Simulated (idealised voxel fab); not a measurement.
process module | voxel ribs on slabs
cross-section cut | 165 nm wide | cells 5 nm
A cross-section is a grid of square cells, given in bands from the top down. A band is one or more rows of cells.
Each band's line starts with the height of the band's top and of its bottom, in nm. Then come its materials from left to right, each with its width in nm. One material with "throughout" fills the band from edge to edge. "air" is empty space.
Height 0 is the level under which the wafer as received is all one material. The lowest band goes on downwards, as in "0 down".
A width such as "30 to 40" changes by the same amount from each row of cells to the next, from the band's top row to its bottom row.
"no change" after a step means that no cell of the cross-section changed.
closed voids: empty space of 8 cells or more with no open way to the top, each as width x height at its distance from the left edge, in nm
after a step's settings: what the simulator itself notes on the step
overlay nm, on a step with a mask: how far to the right of its planned place the mask lay; to the left if negative
plan
1 op RECEIVE | material Si
2 op DIRECTIONAL_DEP | material SiO2 | thk nm 30
3 op DIRECTIONAL_DEP | material SiN | thk nm 25
4 op MASKED_ETCH | tone cover | mask id RIB | width nm 25 | etch materials SiN | depth nm 15 | overlay nm 0
5 op DIRECTIONAL_DEP | material aC | thk nm 15
6 op PATTERN | tone cover | mask id SLAB | material resist | width nm 55 | thk nm 30 | overlay nm 0
7 op DIRECTIONAL_ETCH | etch materials aC | depth nm 15
8 op STRIP | etch materials resist
9 op DIRECTIONAL_ETCH | etch materials SiN | depth nm 10
10 op STRIP | etch materials aC
11 op FILL_DEP | material SiO2 | thk nm 15
12 op CMP | height nm 65
13 op DIRECTIONAL_DEP | material W | thk nm 5
14 op PATTERN | tone cover | mask id HEATER | material resist | width nm 35 | thk nm 20 | overlay nm 0
15 op DIRECTIONAL_ETCH | etch materials W | depth nm 5
16 op STRIP | etch materials resist
17 op CONFORMAL_DEP | material SiO2 | thk nm 5
as received, after step 1
  0 down: Si throughout
  closed voids: none
first wafer at the end, as planned
  75 to 70: air 60 | SiO2 45 | air 60
  70 to 65: SiO2 65 | W 35 | SiO2 65
  65 to 55: SiO2 throughout
  55 to 40: SiO2 70 | SiN 25 | SiO2 70
  40 to 30: SiO2 55 | SiN 55 | SiO2 55
  30 to 0: SiO2 throughout
  0 down: Si throughout
  closed voids: none
second wafer at the end: like start, like plan, one mistake
  75 to 70: air 60 | SiO2 45 | air 60
  70 to 65: SiO2 65 | W 35 | SiO2 65
  65 to 55: SiO2 55 | SiN 55 | SiO2 55
  55 to 30: SiN throughout
  30 to 0: SiO2 throughout
  0 down: Si throughout
  closed voids: none
what went wrong: step 3 was run twice
at the end the second wafer has, in cells: 150 more of SiN | 150 fewer of SiO2
